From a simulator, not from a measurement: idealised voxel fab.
process module | voxel capacitor over wiring
cross-section cut | 270 nm wide | cells 5 nm
A cross-section is a grid of square cells, given in bands from the top down. A band is one or more rows of cells.
Each band's line starts with the height of the band's top and of its bottom, in nm. Then come its materials from left to right, each with its width in nm. One material with "throughout" fills the band from edge to edge. "air" is empty space.
Height 0 is the level under which the wafer as received is all one material. The lowest band goes on downwards, as in "0 down".
A width such as "30 to 40" changes by the same amount from each row of cells to the next, from the band's top row to its bottom row.
"no change" after a step means that no cell of the cross-section changed.
closed voids: empty space of 8 cells or more with no open way to the top, each as width x height at its distance from the left edge, in nm
after a step's settings: what the simulator itself notes on the step
overlay nm, on a step with a mask: how far to the right of its planned place the mask lay; to the left if negative
plan
1 op RECEIVE | material Si
2 op CONFORMAL_DEP | material SiO2 | thk nm 10
3 op CONFORMAL_DEP | material SiN | thk nm 5
4 op DIRECTIONAL_DEP | material SiO2 | thk nm 20
5 op DIRECTIONAL_DEP | material aC | thk nm 10
6 op PATTERN | tone open | mask id METAL_1 | material resist | width nm 25 | pitch nm 80 | thk nm 25 | overlay nm 0
7 op DIRECTIONAL_ETCH | etch materials aC | depth nm 10
8 op STRIP | etch materials resist
9 op DIRECTIONAL_ETCH | etch materials SiO2 | depth nm 20
10 op DIRECTIONAL_ETCH | etch materials SiN | depth nm 5
11 op STRIP | etch materials aC
12 op CONFORMAL_DEP | material TiN | thk nm 5
13 op FILL_DEP | material Ru | thk nm 5
14 op CMP | height nm 35
15 op CONFORMAL_DEP | material SiCN | thk nm 5
16 op DIRECTIONAL_DEP | material lowk | thk nm 10
17 op PATTERN | tone open | mask id PLUG_1 | material resist | width nm 15 | thk nm 20 | overlay nm 0
18 op DIRECTIONAL_ETCH | etch materials lowk | depth nm 10
19 op DIRECTIONAL_ETCH | etch materials SiCN | depth nm 5
20 op STRIP | etch materials resist
21 op CONFORMAL_DEP | material TiN | thk nm 5
22 op FILL_DEP | material W | thk nm 10
23 op CMP | height nm 50
24 op DIRECTIONAL_DEP | material TiN | thk nm 5
25 op DIRECTIONAL_DEP | material Al2O3 | thk nm 5
26 op DIRECTIONAL_DEP | material TiN | thk nm 5
27 op DIRECTIONAL_DEP | material aC | thk nm 15
28 op PATTERN | tone cover | mask id UPPER_PLATE | material resist | width nm 60 | thk nm 35 | overlay nm 0
29 op DIRECTIONAL_ETCH | etch materials aC | depth nm 15
30 op STRIP | etch materials resist
31 op DIRECTIONAL_ETCH | etch materials TiN | depth nm 5
32 op DIRECTIONAL_ETCH | etch materials Al2O3 | depth nm 5
33 op STRIP | etch materials aC
34 op MASKED_ETCH | tone cover | mask id LOWER_PLATE | width nm 70 | etch materials TiN | depth nm 5 | overlay nm 0
35 op FILL_DEP | material SiO2 | thk nm 20
36 op CMP | height nm 80
37 op DIRECTIONAL_DEP | material aC | thk nm 15
38 op PATTERN | tone open | mask id PLUG_2 | material resist | width nm 15 | thk nm 35 | overlay nm 0
39 op DIRECTIONAL_ETCH | etch materials aC | depth nm 15
40 op STRIP | etch materials resist
41 op DIRECTIONAL_ETCH | etch materials SiO2 | depth nm 15
42 op STRIP | etch materials aC
43 op CONFORMAL_DEP | material TiN | thk nm 5
44 op FILL_DEP | material Ru | thk nm 5
45 op CMP | height nm 80
46 op CONFORMAL_DEP | material SiN | thk nm 5
as received, after step 1
  0 down: Si throughout
  closed voids: none
first wafer at the end, as planned
  85 to 80: SiN throughout
  80 to 70: SiO2 100 | TiN 5 | Ru 5 | TiN 5 | SiO2 155
  70 to 60: SiO2 100 to 90 | TiN 15 to 60 | SiO2 155 to 120
  60 to 55: SiO2 90 | Al2O3 60 | SiO2 120
  55 to 50: SiO2 85 | TiN 70 | SiO2 115
  50 to 40: lowk 90 | TiN 5 | W 5 | TiN 5 | lowk 165
  40 to 35: SiCN 90 | TiN 15 | SiCN 165
  35 to 15: SiO2 80 | TiN 5 | Ru 15 | TiN 5 | SiO2 55 | TiN 5 | Ru 15 | TiN 5 | SiO2 85
  15 to 10: SiN 80 | TiN 25 | SiN 55 | TiN 25 | SiN 85
  10 to 0: SiO2 throughout
  0 down: Si throughout
  closed voids: none
second wafer at the end: like start, like plan, one mistake
  85 to 80: SiN throughout
  80 to 70: SiO2 100 | TiN 5 | Ru 5 | TiN 5 | SiO2 155
  70 to 60: SiO2 100 to 85 | TiN 15 to 70 | SiO2 155 to 115
  60 to 55: SiO2 85 | Al2O3 70 | SiO2 115
  55 to 50: SiO2 85 | TiN 70 | SiO2 115
  50 to 40: lowk 90 | TiN 5 | W 5 | TiN 5 | lowk 165
  40 to 35: SiCN 90 | TiN 15 | SiCN 165
  35 to 15: SiO2 80 | TiN 5 | Ru 15 | TiN 5 | SiO2 55 | TiN 5 | Ru 15 | TiN 5 | SiO2 85
  15 to 10: SiN 80 | TiN 25 | SiN 55 | TiN 25 | SiN 85
  10 to 0: SiO2 throughout
  0 down: Si throughout
  closed voids: none
what went wrong: step 28 ran as: op PATTERN | tone cover | mask id UPPER_PLATE | material resist | width nm 70 | thk nm 35 | overlay nm 0
at the end the second wafer has, in cells: 2 more of Al2O3 | 4 fewer of SiO2 | 2 more of TiN
